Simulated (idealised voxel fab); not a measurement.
The following process module bears the name voxel gate over fins.
Xsec cut, 290 nm wide, square cell size 5 nm.
Bands, listed from the top down, are how a cross-section gets written in this document; the cross-section itself is a grid of square cells, and a band is one or more rows of them. The band entry comprises the height of the band's top followed by the height of its bottom, expressed in nm, and subsequently the band's materials from left to right, each stated together with its width in nm. Where a single material is marked with the word "full width", that material fills the band from edge to edge. The word "air" represents empty space. A quick word on heights: they are counted from 0, and under that level the wafer as it came to us is one material throughout. The lowest band is different from the rest in having no bottom; it simply continues downward, written as in "0 and below". The notation "30->40" denotes a width that varies across the rows of cells in the band, beginning at the first number in the top row, finishing at the second number in the bottom row, and changing by an identical amount from each row to the next. Key: "nothing got changed" - step with no changed cell in the cross-section. Voids not open to the top, 8 cells minimum: see "Completely sealed voids". Written width x height at distance; distance is from the left edge; nm. Post-settings text on a step line: simulator's own remark regarding the step. The setting "overlay nm" may be written on the line of a step. When the step uses a mask, the value reports how far to the right of the planned place the mask lay, and a negative value reports that it lay to the left.
# List of planned process steps
1) RECEIVE with material Si
2) CONFORMAL_DEP with material SiN, thk nm 5
3) PATTERN with tone cover, mask id FINS, material resist, width nm 15, pitch nm 35, thk nm 20, overlay nm 0
4) DIRECTIONAL_ETCH with etch materials SiN, depth nm 5
5) DIRECTIONAL_ETCH with etch materials Si, depth nm 35
6) STRIP with etch materials resist
7) FILL_DEP with material SiO2, thk nm 5
8) CMP with height nm 5
9) SELECTIVE_ETCH with etch materials SiO2, depth nm 20
10) STRIP with etch materials SiN
11) CONFORMAL_DEP with material HfO2, thk nm 5
12) CONFORMAL_DEP with material TiN, thk nm 5
13) CONFORMAL_DEP with material TiAl, thk nm 5
14) CONFORMAL_DEP with material TiN, thk nm 5
15) FILL_DEP with material W, thk nm 10
16) CMP with height nm 25
17) CONFORMAL_DEP with material SiCN, thk nm 5
# So this is the incoming wafer in cross-section - it's already been through step 1
0 and below: Si full width
Completely sealed voids: none
# As-planned run: cross-section of the first of two wafers at end of module
30 down to 25: SiCN full width
25 down to 20: W full width
20 down to 15: 80 of W | 125 of TiN | 85 of W
15 down to 10: 80 of W | 5 of TiN | 115 of TiAl | 5 of TiN | 85 of W
10 down to 5: 80 of W | 5 of TiN | 5 of TiAl | 105 of TiN | 5 of TiAl | 5 of TiN | 85 of W
5 down to 0: 85 of TiN | 5 of TiAl | 5 of TiN | 25 of HfO2 | 10 of TiN | 25 of HfO2 | 10 of TiN | 25 of HfO2 | 5 of TiN | 5 of TiAl | 90 of TiN
0 down to -5: 90 of TiAl | 5 of TiN | 5 of HfO2 | 15 of Si | 5 of HfO2 | 10 of TiN | 5 of HfO2 | 15 of Si | 5 of HfO2 | 10 of TiN | 5 of HfO2 | 15 of Si | 5 of HfO2 | 5 of TiN | 95 of TiAl
-5 down to -10: 95 of TiN | 5 of HfO2 | 15 of Si | 5 of HfO2 | 10 of TiN | 5 of HfO2 | 15 of Si | 5 of HfO2 | 10 of TiN | 5 of HfO2 | 15 of Si | 5 of HfO2 | 100 of TiN
-10 down to -15: 100 of HfO2 | 15 of Si | 20 of HfO2 | 15 of Si | 20 of HfO2 | 15 of Si | 105 of HfO2
-15 down to -35: 100 of SiO2 | 15 of Si | 20 of SiO2 | 15 of Si | 20 of SiO2 | 15 of Si | 105 of SiO2
-35 and below: Si full width
Completely sealed voids: none
# Cross-sectional view of the second of two wafers upon completion of the module. This wafer shared its starting condition and process plan with the first; one error was made during its execution
30 down to 25: SiCN full width
25 down to 20: W full width
20 down to 15: 80 of W | 125 of TiN | 85 of W
15 down to 10: 85 of TiN | 115 of TiAl | 90 of TiN
10 down to 5: 90 of TiAl | 105 of TiN | 95 of TiAl
5 down to 0: 95 of TiN | 25 of HfO2 | 10 of TiN | 25 of HfO2 | 10 of TiN | 25 of HfO2 | 100 of TiN
0 down to -5: 100 of HfO2 | 15 of Si | 20 of HfO2 | 15 of Si | 20 of HfO2 | 15 of Si | 105 of HfO2
-5 down to -35: 100 of SiO2 | 15 of Si | 20 of SiO2 | 15 of Si | 20 of SiO2 | 15 of Si | 105 of SiO2
-35 and below: Si full width
Completely sealed voids: none
Deviation noted in wafer processing: note that step 9 departed from the planned setting and was carried out as SELECTIVE_ETCH with etch materials SiO2, depth nm 10
Wrapping up, a cell-based count of both wafers puts the second over or under the first for these materials: 12 fewer of HfO2 | 98 more of SiO2 | 4 fewer of TiAl | 16 fewer of TiN | 66 fewer of W
